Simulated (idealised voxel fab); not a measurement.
The document below concerns the process module designated voxel trench capacitor.
cross-section cut | 265 nm wide | cells 5 nm
Cross-sections here: square-cell grids, written as top-down lists of bands, a band being one or more rows of cells. Read a band's entry like this: the first values are the height of its top and the height of its bottom in nm, and what follows is the sequence of materials from left to right, each with its width in nm. Note that "empty" is empty space, and that a single material marked "edge to edge" reaches across the band from edge to edge. Heights are expressed relative to 0, this being the level below which the as-received wafer comprises one material exclusively. The lowest band is unbounded in the downward direction and is denoted as in "0 down". A two-number width, for instance "30 to 40", indicates that the width is equal to the first number in the top row of the band and to the second number in the bottom row, and that it changes by a constant amount per row of cells. Take "nothing got changed" at face value: in the step it is given for, the cross-section changed in none of its cells. You'll see "Closed cavities" listing empty spaces that have no way open to the top, as long as they're 8 cells or more; the notation is width x height at distance, where the distance is from the left edge, and all of it is in nm. The remark found on a step's line after its settings is issued by the simulator itself and pertains to that step. overlay nm: step with mask; distance mask lay right of planned place; negative value = left of planned place.
-- This section lists the process steps that were planned
1,RECEIVE (material Si)
2,CONFORMAL_DEP (material SiN; thk nm 5)
3,MASKED_ETCH (tone open; mask id TRENCH; width nm 25; pitch nm 45; etch materials SiN; depth nm 5; overlay nm 0)
4,MASKED_ETCH (tone open; mask id TRENCH; width nm 25; pitch nm 45; etch materials Si; depth nm 30; overlay nm 0)
5,CONFORMAL_DEP (material HfO2; thk nm 5)
6,CONFORMAL_DEP (material TiN; thk nm 5)
7,FILL_DEP (material W; thk nm 5)
8,CMP (height nm 5)
-- Delivered wafer in cross-section: state after step 1
    0 down = Si edge to edge
    Closed cavities: none
-- Wafer at module end, in section. Began as above, planned as above, run with one mistake
    5 to 0 = HfO2 edge to edge
    0 down = Si edge to edge
    Closed cavities: none
Heads up, the wafer didn't run the way we planned it: step 2 went in with a setting other than planned; the actual run was CONFORMAL_DEP (material HfO2; thk nm 5)
